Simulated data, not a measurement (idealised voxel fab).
The name of this process module is voxel self aligned contacts.
The cross-section shown here is cut; it is 220 nm wide and divided into square cells measuring 5 nm on a side.
Cross-section, as written here: a square-cell grid given band by band from the top down, where a band holds one or more rows of cells. Top, bottom (nm), then materials left to right with widths (nm); lone material tagged "everywhere" fills the whole band edge to edge; "blank" = empty space. Measure heights from 0. That's the level where, below it, the as-received wafer is all one material. The lowest band is bottomless and extends downward; write it as in "z 0 and below". The two numbers in a width such as "30..40" mark its ends across the band: the first belongs to the top row of cells, the second to the bottom row, and from each row to the next the width moves by the same amount. Take "no change occurred" at face value: in the step it is given for, the cross-section changed in none of its cells. Each empty space that has no open way to the top and spans at least 8 cells appears under "Voids, fully enclosed" as width x height at distance, the distance counted from the left edge, all in nm. On each step's line, the part that comes after the settings is the simulator's own comment on the step. overlay nm: right-of-plan distance of the mask on a masked step; negative values mean left-of-plan.

### Process steps foreseen in the plan
1,RECEIVE,material Si
2,CONFORMAL_DEP,material SiO2,thk nm 5
3,DIRECTIONAL_DEP,material polySi,thk nm 30
4,DIRECTIONAL_DEP,material SiN,thk nm 15
5,PATTERN,tone cover,mask id GATE,material resist,width nm 25,pitch nm 55,thk nm 20,overlay nm 0
6,DIRECTIONAL_ETCH,etch materials SiN,depth nm 15
7,DIRECTIONAL_ETCH,etch materials polySi,depth nm 30
8,STRIP,etch materials resist
9,CONFORMAL_DEP,material SiN,thk nm 5
10,DIRECTIONAL_ETCH,etch materials SiN,depth nm 5
11,FILL_DEP,material SiO2,thk nm 10
12,CMP,height nm 55
13,PATTERN,tone open,mask id CONTACT,material resist,width nm 40,pitch nm 55,thk nm 20,overlay nm 0
14,DIRECTIONAL_ETCH,etch materials SiO2,depth nm 55
15,STRIP,etch materials resist
16,CONFORMAL_DEP,material TiN,thk nm 5
17,FILL_DEP,material W,thk nm 5
18,CMP,height nm 55
19,CONFORMAL_DEP,material SiCN,thk nm 5
Same starting wafers, different thk nm at step 9. Plan value belongs to the first wafer.

### Cross-section, first of several wafers, as delivered after step 1
* z 0 and below | Si everywhere
* Voids, fully enclosed: none

### Basically each wafer gets a line in the table, showing it at the end of the module: material by material, the cells it gained (+) or lost (-) since we got it, then its closed voids
thk nm 5 | +44 SiCN | +99 SiN | +199 SiO2 | +56 TiN | +40 W | +90 polySi | Voids, fully enclosed: none
thk nm 10 | +44 SiCN | +197 SiN | +161 SiO2 | +36 TiN | +90 polySi | Voids, fully enclosed: none
thk nm 15 | +44 SiCN | +262 SiN | +132 SiO2 | +90 polySi | Voids, fully enclosed: none
thk nm 20 | +44 SiCN | +287 SiN | +107 SiO2 | +90 polySi | Voids, fully enclosed: none
